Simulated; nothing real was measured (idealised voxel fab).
Process module, titled voxel capacitor over wiring
For reference, the cross-section in this document is cut, with width 205 nm and square cells of 5 nm.
Cross-section format: a grid of square cells, given as bands from top to bottom; each band is one or more rows of cells. For a band, the entry starts with two heights in nm, that of the top and then that of the bottom, and carries on with the band's materials in order from left to right, each alongside its width in nm; the word "throughout" beside a single material means it fills the band edge to edge, and "blank" means empty space. Counting heights begins at 0, where everything beneath is, in the wafer as received, one material. The lowest band has no bottom; it goes on downwards, as "0 and below" shows. Quick explanation for "30..40": the width changes in equal steps down the rows of cells, from the first number in the band's top row to the second number in its bottom row. "left unchanged" means the step left every cell of the cross-section as it was. This entry, "Tabulated closed voids", enumerates those empty regions of no fewer than 8 cells that possess no open connection to the top. Each region is reported in the form width x height at distance, the distance being taken from the left edge, with all three quantities expressed in nm. It should be noted that, on the line of a given step, the content following the step's settings is a remark produced by the simulator itself with respect to that step. overlay nm: how far to the right of its planned place the mask lay on this masked step (negative: to the left).

# Steps planned for the process
1: RECEIVE [material Si]
2: CONFORMAL_DEP [material SiO2] [thk nm 10]
3: CONFORMAL_DEP [material SiN] [thk nm 5]
4: DIRECTIONAL_DEP [material lowk] [thk nm 20]
5: DIRECTIONAL_DEP [material aC] [thk nm 10]
6: PATTERN [tone open] [mask id METAL_1] [material resist] [width nm 20] [pitch nm 70] [thk nm 25] [overlay nm 0]
7: DIRECTIONAL_ETCH [etch materials aC] [depth nm 10]
8: STRIP [etch materials resist]
9: DIRECTIONAL_ETCH [etch materials lowk] [depth nm 20]
10: DIRECTIONAL_ETCH [etch materials SiN] [depth nm 5]
11: STRIP [etch materials aC]
12: CONFORMAL_DEP [material TiN] [thk nm 5]
13: FILL_DEP [material Cu] [thk nm 10]
14: CMP [height nm 35]
15: CONFORMAL_DEP [material SiCN] [thk nm 5]
16: DIRECTIONAL_DEP [material SiO2] [thk nm 15]
17: DIRECTIONAL_DEP [material aC] [thk nm 15]
18: PATTERN [tone open] [mask id PLUG_1] [material resist] [width nm 15] [thk nm 30] [overlay nm 0]
19: DIRECTIONAL_ETCH [etch materials aC] [depth nm 15]
20: STRIP [etch materials resist]
21: DIRECTIONAL_ETCH [etch materials SiO2] [depth nm 15]
22: DIRECTIONAL_ETCH [etch materials SiCN] [depth nm 5]
23: STRIP [etch materials aC]
24: EPI [material Ru] [thk nm 10]
25: EPI [material Ru] [thk nm 10]
26: DIRECTIONAL_DEP [material TiN] [thk nm 10]
27: DIRECTIONAL_DEP [material SiN] [thk nm 5]
28: DIRECTIONAL_DEP [material TiN] [thk nm 10]
29: DIRECTIONAL_DEP [material aC] [thk nm 15]
30: PATTERN [tone cover] [mask id UPPER_PLATE] [material resist] [width nm 55] [thk nm 35] [overlay nm 0]
31: DIRECTIONAL_ETCH [etch materials aC] [depth nm 15]
32: STRIP [etch materials resist]
33: DIRECTIONAL_ETCH [etch materials TiN] [depth nm 10]
34: DIRECTIONAL_ETCH [etch materials SiN] [depth nm 5]
35: STRIP [etch materials aC]
36: MASKED_ETCH [tone cover] [mask id LOWER_PLATE] [width nm 65] [etch materials TiN] [depth nm 10] [overlay nm 0]
37: FILL_DEP [material SiO2] [thk nm 20]
38: CMP [height nm 95]
39: MASKED_ETCH [tone open] [mask id PLUG_2] [width nm 15] [etch materials SiO2] [depth nm 15] [overlay nm 0]
40: CONFORMAL_DEP [material TiN] [thk nm 5]
41: FILL_DEP [material Cu] [thk nm 5]
42: CMP [height nm 95]
43: CONFORMAL_DEP [material SiCN] [thk nm 5]

# Cross-section of the incoming wafer, state after step 1
0 and below: Si throughout
Tabulated closed voids: none

# Starting wafer: above. Plan: above. Run: one mistake. Cross-section after the module: below
100 down to 95: SiCN throughout
95 down to 85: SiO2 70, then TiN 5, then Cu 5, then TiN 5, then SiO2 120
85 down to 80: SiO2 70, then TiN 15, then SiO2 120
80 down to 70: SiO2 60, then TiN 55, then SiO2 90
70 down to 65: SiO2 60, then SiN 55, then SiO2 90
65 down to 55: SiO2 55, then TiN 65, then SiO2 85
55 down to 40: SiO2 60, then Ru 15, then SiO2 130
40 down to 35: SiCN 60, then Ru 15, then SiCN 130
35 down to 30: SiN 55, then TiN 20, then SiN 50, then TiN 20, then SiN 60
30 down to 10: lowk throughout
10 down to 0: SiO2 throughout
0 and below: Si throughout
Tabulated closed voids: none
What went wrong in running the wafer? the executed order of steps 3 and 4 is the reverse of that specified in the plan, each step having taken the other's position
